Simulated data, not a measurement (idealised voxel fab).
This section sets out a process module, namely voxel capacitor over wiring.
Cross-section cut spans 185 nm and uses square cells 5 nm in size.
Format of a cross-section: grid, square cells. Given as bands. Order: top down. Band: one or more rows of cells. Read a band's entry like this: the first values are the height of its top and the height of its bottom in nm, and what follows is the sequence of materials from left to right, each with its width in nm. Note that "empty" is empty space, and that a single material marked "everywhere" reaches across the band from edge to edge. Heights from 0 (as-received wafer is one material below). Bottom band endless downward, as "from 0 down". You'd read "30->40" like this: the band's top row of cells is as wide as the first number, its bottom row is as wide as the second, and going down, every row changes width by the same amount as the row before did. Key: "nothing different" - step with no changed cell in the cross-section. Enclosed voids: empty space of 8 cells or more with no open way to the top, each as width x height at its distance from the left edge, in nm. Text after the settings on a step's line: the simulator's own remark on that step. overlay nm: where the mask lay relative to plan, measured to the right, on steps with a mask; negatives go left. Each pair of cross-sections that follows straddles one process step: the one shows the state before the step, the other the state after it, down to the lowest band that changed and no further. The step in question, and its settings, are given under the pair. Note that a pair is not necessarily a continuation of the pair above it, since pairs can come from different runs of this module on the same starting wafer; it is a continuation only where its entry headed "Pre-step section" says so.

Pre-step section:
  from 0 down = Si everywhere
  Enclosed voids: none

Resulting Structure:
  from 15 to 0 = SiO2 everywhere
  Rest of section, below 0: as before.
  Enclosed voids: none
Before/after cross-sections above; step in between: op CONFORMAL_DEP | material SiO2 | thk nm 15

Pre-step section: equal to the after panel directly above.

Resulting Structure:
  from 20 to 15 = SiCN everywhere
  Rest of section, below 15: as before.
  Enclosed voids: none
Before/after cross-sections above; step in between: op CONFORMAL_DEP | material SiCN | thk nm 5

Pre-step section: equal to the after panel directly above.

Resulting Structure:
  from 40 to 20 = lowk everywhere
  Rest of section, below 20: as before.
  Enclosed voids: none
Before/after cross-sections above; step in between: op DIRECTIONAL_DEP | material lowk | thk nm 20

Pre-step section: equal to the after panel directly above.

Resulting Structure:
  from 55 to 40 = aC everywhere
  Rest of section, below 40: as before.
  Enclosed voids: none
Before/after cross-sections above; step in between: op DIRECTIONAL_DEP | material aC | thk nm 15

Pre-step section: equal to the after panel directly above.

Resulting Structure:
  from 90 to 55 = resist (45)  empty (20)  resist (55)  empty (20)  resist (45)
  Rest of section, below 55: as before.
  Enclosed voids: none
Before/after cross-sections above; step in between: op PATTERN | tone open | mask id METAL_1 | material resist | width nm 20 | pitch nm 75 | thk nm 35 | overlay nm 0

Pre-step section: equal to the after panel directly above.

Resulting Structure:
  from 75 to 55 = resist (45)  empty (20)  resist (55)  empty (20)  resist (45)
  from 55 to 40 = aC (45)  empty (20)  aC (55)  empty (20)  aC (45)
  Rest of section, below 40: as before.
  Enclosed voids: none
Before/after cross-sections above; step in between: op DIRECTIONAL_ETCH | etch materials aC | depth nm 15

Pre-step section: equal to the after panel directly above.

Resulting Structure:
  from 55 to 40 = aC (45)  empty (20)  aC (55)  empty (20)  aC (45)
  Rest of section, below 40: as before.
  Enclosed voids: none
Before/after cross-sections above; step in between: op STRIP | etch materials resist

Pre-step section: equal to the after panel directly above.

Resulting Structure:
  from 55 to 40 = aC (45)  empty (20)  aC (55)  empty (20)  aC (45)
  from 40 to 20 = lowk (45)  empty (20)  lowk (55)  empty (20)  lowk (45)
  Rest of section, below 20: as before.
  Enclosed voids: none
Before/after cross-sections above; step in between: op DIRECTIONAL_ETCH | etch materials lowk | depth nm 20

Pre-step section: equal to the after panel directly above.

Resulting Structure:
  from 55 to 40 = aC (45)  empty (20)  aC (55)  empty (20)  aC (45)
  from 40 to 20 = lowk (45)  empty (20)  lowk (55)  empty (20)  lowk (45)
  from 20 to 15 = SiCN (45)  empty (20)  SiCN (55)  empty (20)  SiCN (45)
  Rest of section, below 15: as before.
  Enclosed voids: none
Before/after cross-sections above; step in between: op DIRECTIONAL_ETCH | etch materials SiCN | depth nm 5

Pre-step section: equal to the after panel directly above.

Resulting Structure:
  from 40 to 20 = lowk (45)  empty (20)  lowk (55)  empty (20)  lowk (45)
  Rest of section, below 20: as before.
  Enclosed voids: none
Before/after cross-sections above; step in between: op STRIP | etch materials aC

Pre-step section: equal to the after panel directly above.

Resulting Structure:
  from 45 to 40 = TiN (50)  empty (10)  TiN (65)  empty (10)  TiN (50)
  from 40 to 20 = lowk (45)  TiN (5)  empty (10)  TiN (5)  lowk (55)  TiN (5)  empty (10)  TiN (5)  lowk (45)
  from 20 to 15 = SiCN (45)  TiN (20)  SiCN (55)  TiN (20)  SiCN (45)
  Rest of section, below 15: as before.
  Enclosed voids: none
Before/after cross-sections above; step in between: op CONFORMAL_DEP | material TiN | thk nm 5

Pre-step section: equal to the after panel directly above.

Resulting Structure:
  from 50 to 45 = W everywhere
  from 45 to 40 = TiN (50)  W (10)  TiN (65)  W (10)  TiN (50)
  from 40 to 20 = lowk (45)  TiN (5)  W (10)  TiN (5)  lowk (55)  TiN (5)  W (10)  TiN (5)  lowk (45)
  Rest of section, below 20: as before.
  Enclosed voids: none
Before/after cross-sections above; step in between: op FILL_DEP | material W | thk nm 5

Pre-step section: equal to the after panel directly above.

Resulting Structure:
  from 40 to 20 = lowk (45)  TiN (5)  W (10)  TiN (5)  lowk (55)  TiN (5)  W (10)  TiN (5)  lowk (45)
  Rest of section, below 20: as before.
  Enclosed voids: none
Before/after cross-sections above; step in between: op CMP | height nm 40

Pre-step section: equal to the after panel directly above.

Resulting Structure:
  from 45 to 40 = SiCN everywhere
  Rest of section, below 40: as before.
  Enclosed voids: none
Before/after cross-sections above; step in between: op CONFORMAL_DEP | material SiCN | thk nm 5

Pre-step section: equal to the after panel directly above.

Resulting Structure:
  from 60 to 45 = SiO2 everywhere
  Rest of section, below 45: as before.
  Enclosed voids: none
Before/after cross-sections above; step in between: op DIRECTIONAL_DEP | material SiO2 | thk nm 15

Pre-step section: equal to the after panel directly above.

Resulting Structure:
  from 80 to 60 = resist (50)  empty (15)  resist (120)
  Rest of section, below 60: as before.
  Enclosed voids: none
Before/after cross-sections above; step in between: op PATTERN | tone open | mask id PLUG_1 | material resist | width nm 15 | thk nm 20 | overlay nm 0

Pre-step section: equal to the after panel directly above.

Resulting Structure:
  from 80 to 60 = resist (50)  empty (15)  resist (120)
  from 60 to 45 = SiO2 (50)  empty (15)  SiO2 (120)
  Rest of section, below 45: as before.
  Enclosed voids: none
Before/after cross-sections above; step in between: op DIRECTIONAL_ETCH | etch materials SiO2 | depth nm 15

Pre-step section: equal to the after panel directly above.

Resulting Structure:
  from 80 to 60 = resist (50)  empty (15)  resist (120)
  from 60 to 45 = SiO2 (50)  empty (15)  SiO2 (120)
  from 45 to 40 = SiCN (50)  empty (15)  SiCN (120)
  Rest of section, below 40: as before.
  Enclosed voids: none
Before/after cross-sections above; step in between: op DIRECTIONAL_ETCH | etch materials SiCN | depth nm 5

Pre-step section: equal to the after panel directly above.

Resulting Structure:
  from 60 to 45 = SiO2 (50)  empty (15)  SiO2 (120)
  Rest of section, below 45: as before.
  Enclosed voids: none
Before/after cross-sections above; step in between: op STRIP | etch materials resist

Pre-step section: equal to the after panel directly above.

Resulting Structure:
  from 60 to 50 = SiO2 (50)  empty (15)  SiO2 (120)
  from 50 to 45 = SiO2 (50)  Ru (15)  SiO2 (120)
  from 45 to 40 = SiCN (50)  Ru (15)  SiCN (120)
  Rest of section, below 40: as before.
  Enclosed voids: none
Before/after cross-sections above; step in between: op EPI | material Ru | thk nm 10

Pre-step section: equal to the after panel directly above.

Resulting Structure:
  from 60 to 45 = SiO2 (50)  Ru (15)  SiO2 (120)
  Rest of section, below 45: as before.
  Enclosed voids: none
Before/after cross-sections above; step in between: op EPI | material Ru | thk nm 10

Pre-step section: equal to the after panel directly above.

Resulting Structure:
  from 65 to 60 = TiN everywhere
  Rest of section, below 60: as before.
  Enclosed voids: none
Before/after cross-sections above; step in between: op DIRECTIONAL_DEP | material TiN | thk nm 5

Pre-step section: equal to the after panel directly above.

Resulting Structure:
  from 70 to 65 = Al2O3 everywhere
  Rest of section, below 65: as before.
  Enclosed voids: none
Before/after cross-sections above; step in between: op DIRECTIONAL_DEP | material Al2O3 | thk nm 5

Pre-step section: equal to the after panel directly above.

Resulting Structure:
  from 75 to 70 = TiN everywhere
  Rest of section, below 70: as before.
  Enclosed voids: none
Before/after cross-sections above; step in between: op DIRECTIONAL_DEP | material TiN | thk nm 5

Pre-step section: equal to the after panel directly above.

Resulting Structure:
  from 90 to 75 = aC everywhere
  Rest of section, below 75: as before.
  Enclosed voids: none
Before/after cross-sections above; step in between: op DIRECTIONAL_DEP | material aC | thk nm 15

Pre-step section: equal to the after panel directly above.

Resulting Structure:
  from 120 to 90 = empty (50)  resist (60)  empty (75)
  Rest of section, below 90: as before.
  Enclosed voids: none
Before/after cross-sections above; step in between: op PATTERN | tone cover | mask id UPPER_PLATE | material resist | width nm 60 | thk nm 30 | overlay nm 0

Pre-step section: equal to the after panel directly above.

Resulting Structure:
  from 105 to 90 = empty (50)  resist (60)  empty (75)
  from 90 to 75 = empty (50)  aC (60)  empty (75)
  Rest of section, below 75: as before.
  Enclosed voids: none
Before/after cross-sections above; step in between: op DIRECTIONAL_ETCH | etch materials aC | depth nm 15

Pre-step section: equal to the after panel directly above.

Resulting Structure:
  from 90 to 75 = empty (50)  aC (60)  empty (75)
  Rest of section, below 75: as before.
  Enclosed voids: none
Before/after cross-sections above; step in between: op STRIP | etch materials resist

Pre-step section: equal to the after panel directly above.

Resulting Structure:
  from 90 to 75 = empty (50)  aC (60)  empty (75)
  from 75 to 70 = empty (50)  TiN (60)  empty (75)
  Rest of section, below 70: as before.
  Enclosed voids: none
Before/after cross-sections above; step in between: op DIRECTIONAL_ETCH | etch materials TiN | depth nm 5

Pre-step section: equal to the after panel directly above.

Resulting Structure:
  from 90 to 75 = empty (50)  aC (60)  empty (75)
  from 75 to 70 = empty (50)  TiN (60)  empty (75)
  from 70 to 65 = empty (50)  Al2O3 (60)  empty (75)
  Rest of section, below 65: as before.
  Enclosed voids: none
Before/after cross-sections above; step in between: op DIRECTIONAL_ETCH | etch materials Al2O3 | depth nm 5

Pre-step section: equal to the after panel directly above.

Resulting Structure:
  from 75 to 70 = empty (50)  TiN (60)  empty (75)
  Rest of section, below 70: as before.
  Enclosed voids: none
Before/after cross-sections above; step in between: op STRIP | etch materials aC

Pre-step section: equal to the after panel directly above.

Resulting Structure:
  from 95 to 75 = empty (45)  resist (70)  empty (70)
  from 75 to 70 = empty (45)  resist (5)  TiN (60)  resist (5)  empty (70)
  from 70 to 65 = empty (45)  resist (5)  Al2O3 (60)  resist (5)  empty (70)
  Rest of section, below 65: as before.
  Enclosed voids: none
Before/after cross-sections above; step in between: op PATTERN | tone cover | mask id LOWER_PLATE | material resist | width nm 70 | thk nm 20 | overlay nm 0

Pre-step section: equal to the after panel directly above.

Resulting Structure:
  from 95 to 75 = empty (45)  resist (70)  empty (70)
  from 75 to 70 = empty (45)  resist (5)  TiN (60)  resist (5)  empty (70)
  from 70 to 65 = empty (45)  resist (5)  Al2O3 (60)  resist (5)  empty (70)
  from 65 to 60 = empty (45)  TiN (70)  empty (70)
  Rest of section, below 60: as before.
  Enclosed voids: none
Before/after cross-sections above; step in between: op DIRECTIONAL_ETCH | etch materials TiN | depth nm 5

Pre-step section: equal to the after panel directly above.

Resulting Structure:
  from 75 to 70 = empty (50)  TiN (60)  empty (75)
  from 70 to 65 = empty (50)  Al2O3 (60)  empty (75)
  Rest of section, below 65: as before.
  Enclosed voids: none
Before/after cross-sections above; step in between: op STRIP | etch materials resist

Pre-step section: equal to the after panel directly above.

Resulting Structure:
  from 90 to 75 = SiO2 everywhere
  from 75 to 70 = SiO2 (50)  TiN (60)  SiO2 (75)
  from 70 to 65 = SiO2 (50)  Al2O3 (60)  SiO2 (75)
  from 65 to 60 = SiO2 (45)  TiN (70)  SiO2 (70)
  Rest of section, below 60: as before.
  Enclosed voids: none
Before/after cross-sections above; step in between: op FILL_DEP | material SiO2 | thk nm 15

Pre-step section: equal to the after panel directly above.

Resulting Structure:
  from 85 to 75 = SiO2 everywhere
  Rest of section, below 75: as before.
  Enclosed voids: none
Before/after cross-sections above; step in between: op CMP | height nm 85

Pre-step section: equal to the after panel directly above.

Resulting Structure:
  from 85 to 75 = SiO2 (60)  empty (15)  SiO2 (110)
  Rest of section, below 75: as before.
  Enclosed voids: none
Before/after cross-sections above; step in between: op MASKED_ETCH | tone open | mask id PLUG_2 | width nm 15 | etch materials SiO2 | depth nm 10 | overlay nm 0

Pre-step section: equal to the after panel directly above.

Resulting Structure:
  from 90 to 85 = TiN (65)  empty (5)  TiN (115)
  from 85 to 80 = SiO2 (60)  TiN (5)  empty (5)  TiN (5)  SiO2 (110)
  from 80 to 70 = SiO2 (60->50)  TiN (15->60)  SiO2 (110->75)
  Rest of section, below 70: as before.
  Enclosed voids: none
Before/after cross-sections above; step in between: op CONFORMAL_DEP | material TiN | thk nm 5

Pre-step section: equal to the after panel directly above.

Resulting Structure:
  from 95 to 90 = Ru everywhere
  from 90 to 85 = TiN (65)  Ru (5)  TiN (115)
  from 85 to 80 = SiO2 (60)  TiN (5)  Ru (5)  TiN (5)  SiO2 (110)
  Rest of section, below 80: as before.
  Enclosed voids: none
Before/after cross-sections above; step in between: op FILL_DEP | material Ru | thk nm 5

Pre-step section: equal to the after panel directly above.

Resulting Structure:
  from 85 to 80 = SiO2 (60)  TiN (5)  Ru (5)  TiN (5)  SiO2 (110)
  Rest of section, below 80: as before.
  Enclosed voids: none
Before/after cross-sections above; step in between: op CMP | height nm 85

Pre-step section: equal to the after panel directly above.

Resulting Structure:
  from 90 to 85 = SiN everywhere
  Rest of section, below 85: as before.
  Enclosed voids: none
Before/after cross-sections above; step in between: op CONFORMAL_DEP | material SiN | thk nm 5

Pre-step section:
  from 60 to 45 = SiO2 (50)  Ru (15)  SiO2 (120)
  from 45 to 40 = SiCN (50)  Ru (15)  SiCN (120)
  from 40 to 20 = lowk (45)  TiN (5)  W (10)  TiN (5)  lowk (55)  TiN (5)  W (10)  TiN (5)  lowk (45)
  from 20 to 15 = SiCN (45)  TiN (20)  SiCN (55)  TiN (20)  SiCN (45)
  from 15 to 0 = SiO2 everywhere
  from 0 down = Si everywhere
  Enclosed voids: none

Resulting Structure:
  from 65 to 60 = Al2O3 everywhere
  Rest of section, below 60: as before.
  Enclosed voids: none
Before/after cross-sections above; step in between: op DIRECTIONAL_DEP | material Al2O3 | thk nm 5

Pre-step section: equal to the after panel directly above.

Resulting Structure:
  from 70 to 65 = TiN everywhere
  Rest of section, below 65: as before.
  Enclosed voids: none
Before/after cross-sections above; step in between: op DIRECTIONAL_DEP | material TiN | thk nm 5

Pre-step section: equal to the after panel directly above.

Resulting Structure:
  from 85 to 70 = aC everywhere
  Rest of section, below 70: as before.
  Enclosed voids: none
Before/after cross-sections above; step in between: op DIRECTIONAL_DEP | material aC | thk nm 15

Pre-step section: equal to the after panel directly above.

Resulting Structure:
  from 115 to 85 = empty (50)  resist (60)  empty (75)
  Rest of section, below 85: as before.
  Enclosed voids: none
Before/after cross-sections above; step in between: op PATTERN | tone cover | mask id UPPER_PLATE | material resist | width nm 60 | thk nm 30 | overlay nm 0

Pre-step section: equal to the after panel directly above.

Resulting Structure:
  from 100 to 85 = empty (50)  resist (60)  empty (75)
  from 85 to 70 = empty (50)  aC (60)  empty (75)
  Rest of section, below 70: as before.
  Enclosed voids: none
Before/after cross-sections above; step in between: op DIRECTIONAL_ETCH | etch materials aC | depth nm 15

Pre-step section: equal to the after panel directly above.

Resulting Structure:
  from 85 to 70 = empty (50)  aC (60)  empty (75)
  Rest of section, below 70: as before.
  Enclosed voids: none
Before/after cross-sections above; step in between: op STRIP | etch materials resist

Pre-step section: equal to the after panel directly above.

Resulting Structure:
  from 85 to 70 = empty (50)  aC (60)  empty (75)
  from 70 to 65 = empty (50)  TiN (60)  empty (75)
  Rest of section, below 65: as before.
  Enclosed voids: none
Before/after cross-sections above; step in between: op DIRECTIONAL_ETCH | etch materials TiN | depth nm 5

Pre-step section: equal to the after panel directly above.

Resulting Structure:
  from 85 to 70 = empty (50)  aC (60)  empty (75)
  from 70 to 65 = empty (50)  TiN (60)  empty (75)
  from 65 to 60 = empty (50)  Al2O3 (60)  empty (75)
  Rest of section, below 60: as before.
  Enclosed voids: none
Before/after cross-sections above; step in between: op DIRECTIONAL_ETCH | etch materials Al2O3 | depth nm 5

Pre-step section: equal to the after panel directly above.

Resulting Structure:
  from 70 to 65 = empty (50)  TiN (60)  empty (75)
  Rest of section, below 65: as before.
  Enclosed voids: none
Before/after cross-sections above; step in between: op STRIP | etch materials aC

Pre-step section: equal to the after panel directly above.

Resulting Structure:
  from 90 to 70 = empty (45)  resist (70)  empty (70)
  from 70 to 65 = empty (45)  resist (5)  TiN (60)  resist (5)  empty (70)
  from 65 to 60 = empty (45)  resist (5)  Al2O3 (60)  resist (5)  empty (70)
  Rest of section, below 60: as before.
  Enclosed voids: none
Before/after cross-sections above; step in between: op PATTERN | tone cover | mask id LOWER_PLATE | material resist | width nm 70 | thk nm 20 | overlay nm 0

Pre-step section: equal to the after panel directly above.

Resulting Structure:
  from 70 to 65 = empty (50)  TiN (60)  empty (75)
  from 65 to 60 = empty (50)  Al2O3 (60)  empty (75)
  Rest of section, below 60: as before.
  Enclosed voids: none
Before/after cross-sections above; step in between: op STRIP | etch materials resist

Pre-step section: equal to the after panel directly above.

Resulting Structure:
  from 85 to 70 = SiO2 everywhere
  from 70 to 65 = SiO2 (50)  TiN (60)  SiO2 (75)
  from 65 to 60 = SiO2 (50)  Al2O3 (60)  SiO2 (75)
  Rest of section, below 60: as before.
  Enclosed voids: none
Before/after cross-sections above; step in between: op FILL_DEP | material SiO2 | thk nm 15

Pre-step section: equal to the after panel directly above.

Resulting Structure:
  from 85 to 75 = SiO2 (60)  empty (15)  SiO2 (110)
  Rest of section, below 75: as before.
  Enclosed voids: none
Before/after cross-sections above; step in between: op MASKED_ETCH | tone open | mask id PLUG_2 | width nm 15 | etch materials SiO2 | depth nm 10 | overlay nm 0

Pre-step section: equal to the after panel directly above.

Resulting Structure:
  from 90 to 85 = TiN (65)  empty (5)  TiN (115)
  from 85 to 80 = SiO2 (60)  TiN (5)  empty (5)  TiN (5)  SiO2 (110)
  from 80 to 75 = SiO2 (60)  TiN (15)  SiO2 (110)
  Rest of section, below 75: as before.
  Enclosed voids: none
Before/after cross-sections above; step in between: op CONFORMAL_DEP | material TiN | thk nm 5

Pre-step section: equal to the after panel directly above.

Resulting Structure:
  from 95 to 90 = Ru everywhere
  from 90 to 85 = TiN (65)  Ru (5)  TiN (115)
  from 85 to 80 = SiO2 (60)  TiN (5)  Ru (5)  TiN (5)  SiO2 (110)
  Rest of section, below 80: as before.
  Enclosed voids: none
Before/after cross-sections above; step in between: op FILL_DEP | material Ru | thk nm 5

Pre-step section: equal to the after panel directly above.

Resulting Structure:
  from 85 to 80 = SiO2 (60)  TiN (5)  Ru (5)  TiN (5)  SiO2 (110)
  Rest of section, below 80: as before.
  Enclosed voids: none
Before/after cross-sections above; step in between: op CMP | height nm 85

Pre-step section: equal to the after panel directly above.

Resulting Structure:
  from 90 to 85 = SiN everywhere
  Rest of section, below 85: as before.
  Enclosed voids: none
Before/after cross-sections above; step in between: op CONFORMAL_DEP | material SiN | thk nm 5

Pre-step section:
  from 60 to 45 = SiO2 (50)  Ru (15)  SiO2 (120)
  from 45 to 40 = SiCN (50)  Ru (15)  SiCN (120)
  from 40 to 20 = lowk (45)  TiN (5)  W (10)  TiN (5)  lowk (55)  TiN (5)  W (10)  TiN (5)  lowk (45)
  from 20 to 15 = SiCN (45)  TiN (20)  SiCN (55)  TiN (20)  SiCN (45)
  from 15 to 0 = SiO2 everywhere
  from 0 down = Si everywhere
  Enclosed voids: none

Resulting Structure:
  from 70 to 60 = empty (40)  Ru (35)  empty (110)
  Rest of section, below 60: as before.
  Enclosed voids: none
Before/after cross-sections above; step in between: op EPI | material Ru | thk nm 10

Pre-step section: equal to the after panel directly above.

Resulting Structure:
  from 75 to 70 = empty (40)  TiN (35)  empty (110)
  from 70 to 65 = empty (40)  Ru (35)  empty (110)
  from 65 to 60 = TiN (40)  Ru (35)  TiN (110)
  Rest of section, below 60: as before.
  Enclosed voids: none
Before/after cross-sections above; step in between: op DIRECTIONAL_DEP | material TiN | thk nm 5

Pre-step section: equal to the after panel directly above.

Resulting Structure:
  from 80 to 75 = empty (40)  Al2O3 (35)  empty (110)
  from 75 to 70 = empty (40)  TiN (35)  empty (110)
  from 70 to 65 = Al2O3 (40)  Ru (35)  Al2O3 (110)
  Rest of section, below 65: as before.
  Enclosed voids: none
Before/after cross-sections above; step in between: op DIRECTIONAL_DEP | material Al2O3 | thk nm 5

Pre-step section: equal to the after panel directly above.

Resulting Structure:
  from 85 to 80 = empty (40)  TiN (35)  empty (110)
  from 80 to 75 = empty (40)  Al2O3 (35)  empty (110)
  from 75 to 70 = TiN everywhere
  Rest of section, below 70: as before.
  Enclosed voids: none
Before/after cross-sections above; step in between: op DIRECTIONAL_DEP | material TiN | thk nm 5

Pre-step section: equal to the after panel directly above.

Resulting Structure:
  from 100 to 90 = empty (40)  aC (35)  empty (110)
  from 90 to 85 = aC everywhere
  from 85 to 80 = aC (40)  TiN (35)  aC (110)
  from 80 to 75 = aC (40)  Al2O3 (35)  aC (110)
  Rest of section, below 75: as before.
  Enclosed voids: none
Before/after cross-sections above; step in between: op DIRECTIONAL_DEP | material aC | thk nm 15

Pre-step section: equal to the after panel directly above.

Resulting Structure:
  from 130 to 100 = empty (50)  resist (60)  empty (75)
  from 100 to 90 = empty (40)  aC (35)  resist (35)  empty (75)
  Rest of section, below 90: as before.
  Enclosed voids: none
Before/after cross-sections above; step in between: op PATTERN | tone cover | mask id UPPER_PLATE | material resist | width nm 60 | thk nm 30 | overlay nm 0

Pre-step section: equal to the after panel directly above.

Resulting Structure:
  from 115 to 100 = empty (50)  resist (60)  empty (75)
  from 100 to 90 = empty (50)  aC (25)  resist (35)  empty (75)
  from 90 to 85 = empty (50)  aC (60)  empty (75)
  from 85 to 80 = empty (40)  TiN (35)  aC (35)  empty (75)
  from 80 to 75 = empty (40)  Al2O3 (35)  aC (35)  empty (75)
  Rest of section, below 75: as before.
  Enclosed voids: none
Before/after cross-sections above; step in between: op DIRECTIONAL_ETCH | etch materials aC | depth nm 15

Pre-step section: equal to the after panel directly above.

Resulting Structure:
  from 100 to 90 = empty (50)  aC (25)  empty (110)
  Rest of section, below 90: as before.
  Enclosed voids: none
Before/after cross-sections above; step in between: op STRIP | etch materials resist

Pre-step section: equal to the after panel directly above.

Resulting Structure:
  from 100 to 90 = empty (50)  aC (25)  empty (110)
  from 90 to 85 = empty (50)  aC (60)  empty (75)
  from 85 to 80 = empty (50)  TiN (25)  aC (35)  empty (75)
  from 80 to 75 = empty (40)  Al2O3 (35)  aC (35)  empty (75)
  from 75 to 70 = empty (40)  TiN (70)  empty (75)
  Rest of section, below 70: as before.
  Enclosed voids: none
Before/after cross-sections above; step in between: op DIRECTIONAL_ETCH | etch materials TiN | depth nm 5

Pre-step section: equal to the after panel directly above.

Resulting Structure:
  from 100 to 90 = empty (50)  aC (25)  empty (110)
  from 90 to 85 = empty (50)  aC (60)  empty (75)
  from 85 to 80 = empty (50)  TiN (25)  aC (35)  empty (75)
  from 80 to 75 = empty (50)  Al2O3 (25)  aC (35)  empty (75)
  from 75 to 70 = empty (40)  TiN (70)  empty (75)
  from 70 to 65 = empty (40)  Ru (35)  Al2O3 (35)  empty (75)
  Rest of section, below 65: as before.
  Enclosed voids: none
Before/after cross-sections above; step in between: op DIRECTIONAL_ETCH | etch materials Al2O3 | depth nm 5

Pre-step section: equal to the after panel directly above.

Resulting Structure:
  from 85 to 80 = empty (50)  TiN (25)  empty (110)
  from 80 to 75 = empty (50)  Al2O3 (25)  empty (110)
  Rest of section, below 75: as before.
  Enclosed voids: none
Before/after cross-sections above; step in between: op STRIP | etch materials aC

Pre-step section: equal to the after panel directly above.

Resulting Structure:
  from 105 to 85 = empty (45)  resist (70)  empty (70)
  from 85 to 80 = empty (45)  resist (5)  TiN (25)  resist (40)  empty (70)
  from 80 to 75 = empty (45)  resist (5)  Al2O3 (25)  resist (40)  empty (70)
  from 75 to 70 = empty (40)  TiN (70)  resist (5)  empty (70)
  from 70 to 65 = empty (40)  Ru (35)  Al2O3 (35)  resist (5)  empty (70)
  Rest of section, below 65: as before.
  Enclosed voids: none
Before/after cross-sections above; step in between: op PATTERN | tone cover | mask id LOWER_PLATE | material resist | width nm 70 | thk nm 20 | overlay nm 0

Pre-step section: equal to the after panel directly above.

Resulting Structure:
  from 105 to 85 = empty (45)  resist (70)  empty (70)
  from 85 to 80 = empty (45)  resist (5)  TiN (25)  resist (40)  empty (70)
  from 80 to 75 = empty (45)  resist (5)  Al2O3 (25)  resist (40)  empty (70)
  from 75 to 70 = empty (45)  TiN (65)  resist (5)  empty (70)
  from 70 to 65 = empty (40)  Ru (35)  Al2O3 (35)  resist (5)  empty (70)
  from 65 to 60 = empty (40)  Ru (35)  TiN (40)  empty (70)
  Rest of section, below 60: as before.
  Enclosed voids: none
Before/after cross-sections above; step in between: op DIRECTIONAL_ETCH | etch materials TiN | depth nm 5

Pre-step section: equal to the after panel directly above.

Resulting Structure:
  from 85 to 80 = empty (50)  TiN (25)  empty (110)
  from 80 to 75 = empty (50)  Al2O3 (25)  empty (110)
  from 75 to 70 = empty (45)  TiN (65)  empty (75)
  from 70 to 65 = empty (40)  Ru (35)  Al2O3 (35)  empty (75)
  Rest of section, below 65: as before.
  Enclosed voids: none
Before/after cross-sections above; step in between: op STRIP | etch materials resist

Pre-step section: equal to the after panel directly above.

Resulting Structure:
  from 100 to 85 = SiO2 everywhere
  from 85 to 80 = SiO2 (50)  TiN (25)  SiO2 (110)
  from 80 to 75 = SiO2 (50)  Al2O3 (25)  SiO2 (110)
  from 75 to 70 = SiO2 (45)  TiN (65)  SiO2 (75)
  from 70 to 65 = SiO2 (40)  Ru (35)  Al2O3 (35)  SiO2 (75)
  from 65 to 60 = SiO2 (40)  Ru (35)  TiN (40)  SiO2 (70)
  Rest of section, below 60: as before.
  Enclosed voids: none
Before/after cross-sections above; step in between: op FILL_DEP | material SiO2 | thk nm 15

Pre-step section: equal to the after panel directly above.

Resulting Structure:
  from 85 to 80 = SiO2 (50)  TiN (25)  SiO2 (110)
  Rest of section, below 80: as before.
  Enclosed voids: none
Before/after cross-sections above; step in between: op CMP | height nm 85

Pre-step section: equal to the after panel directly above.

Resulting Structure:
  from 90 to 85 = TiN everywhere
  Rest of section, below 85: as before.
  Enclosed voids: none
Before/after cross-sections above; step in between: op CONFORMAL_DEP | material TiN | thk nm 5

Pre-step section: equal to the after panel directly above.

Resulting Structure:
  from 95 to 90 = Ru everywhere
  Rest of section, below 90: as before.
  Enclosed voids: none
Before/after cross-sections above; step in between: op FILL_DEP | material Ru | thk nm 5

Pre-step section: equal to the after panel directly above.

Resulting Structure:
  from 85 to 80 = SiO2 (50)  TiN (25)  SiO2 (110)
  Rest of section, below 80: as before.
  Enclosed voids: none
Before/after cross-sections above; step in between: op CMP | height nm 85

Pre-step section: equal to the after panel directly above.

Resulting Structure:
  from 90 to 85 = SiN everywhere
  Rest of section, below 85: as before.
  Enclosed voids: none
Before/after cross-sections above; step in between: op CONFORMAL_DEP | material SiN | thk nm 5

Pre-step section:
  from 60 to 50 = SiO2 (50)  empty (15)  SiO2 (120)
  from 50 to 45 = SiO2 (50)  Ru (15)  SiO2 (120)
  from 45 to 40 = SiCN (50)  Ru (15)  SiCN (120)
  from 40 to 20 = lowk (45)  TiN (5)  W (10)  TiN (5)  lowk (55)  TiN (5)  W (10)  TiN (5)  lowk (45)
  from 20 to 15 = SiCN (45)  TiN (20)  SiCN (55)  TiN (20)  SiCN (45)
  from 15 to 0 = SiO2 everywhere
  from 0 down = Si everywhere
  Enclosed voids: none

Resulting Structure:
  from 65 to 60 = TiN (50)  empty (15)  TiN (120)
  from 60 to 55 = SiO2 (50)  empty (15)  SiO2 (120)
  from 55 to 50 = SiO2 (50)  TiN (15)  SiO2 (120)
  Rest of section, below 50: as before.
  Enclosed voids: none
Before/after cross-sections above; step in between: op DIRECTIONAL_DEP | material TiN | thk nm 5

Pre-step section: equal to the after panel directly above.

Resulting Structure:
  from 75 to 65 = Ru everywhere
  from 65 to 60 = TiN (50)  Ru (15)  TiN (120)
  from 60 to 55 = SiO2 (50)  Ru (15)  SiO2 (120)
  Rest of section, below 55: as before.
  Enclosed voids: none
Before/after cross-sections above; step in between: op EPI | material Ru | thk nm 10

Pre-step section: equal to the after panel directly above.

Resulting Structure:
  from 80 to 75 = Al2O3 everywhere
  Rest of section, below 75: as before.
  Enclosed voids: none
Before/after cross-sections above; step in between: op DIRECTIONAL_DEP | material Al2O3 | thk nm 5

Pre-step section: equal to the after panel directly above.

Resulting Structure:
  from 85 to 80 = TiN everywhere
  Rest of section, below 80: as before.
  Enclosed voids: none
Before/after cross-sections above; step in between: op DIRECTIONAL_DEP | material TiN | thk nm 5

Pre-step section: equal to the after panel directly above.

Resulting Structure:
  from 100 to 85 = aC everywhere
  Rest of section, below 85: as before.
  Enclosed voids: none
Before/after cross-sections above; step in between: op DIRECTIONAL_DEP | material aC | thk nm 15

Pre-step section: equal to the after panel directly above.

Resulting Structure:
  from 130 to 100 = empty (50)  resist (60)  empty (75)
  Rest of section, below 100: as before.
  Enclosed voids: none
Before/after cross-sections above; step in between: op PATTERN | tone cover | mask id UPPER_PLATE | material resist | width nm 60 | thk nm 30 | overlay nm 0

Pre-step section: equal to the after panel directly above.

Resulting Structure:
  from 115 to 100 = empty (50)  resist (60)  empty (75)
  from 100 to 85 = empty (50)  aC (60)  empty (75)
  Rest of section, below 85: as before.
  Enclosed voids: none
Before/after cross-sections above; step in between: op DIRECTIONAL_ETCH | etch materials aC | depth nm 15

Pre-step section: equal to the after panel directly above.

Resulting Structure:
  from 100 to 85 = empty (50)  aC (60)  empty (75)
  Rest of section, below 85: as before.
  Enclosed voids: none
Before/after cross-sections above; step in between: op STRIP | etch materials resist
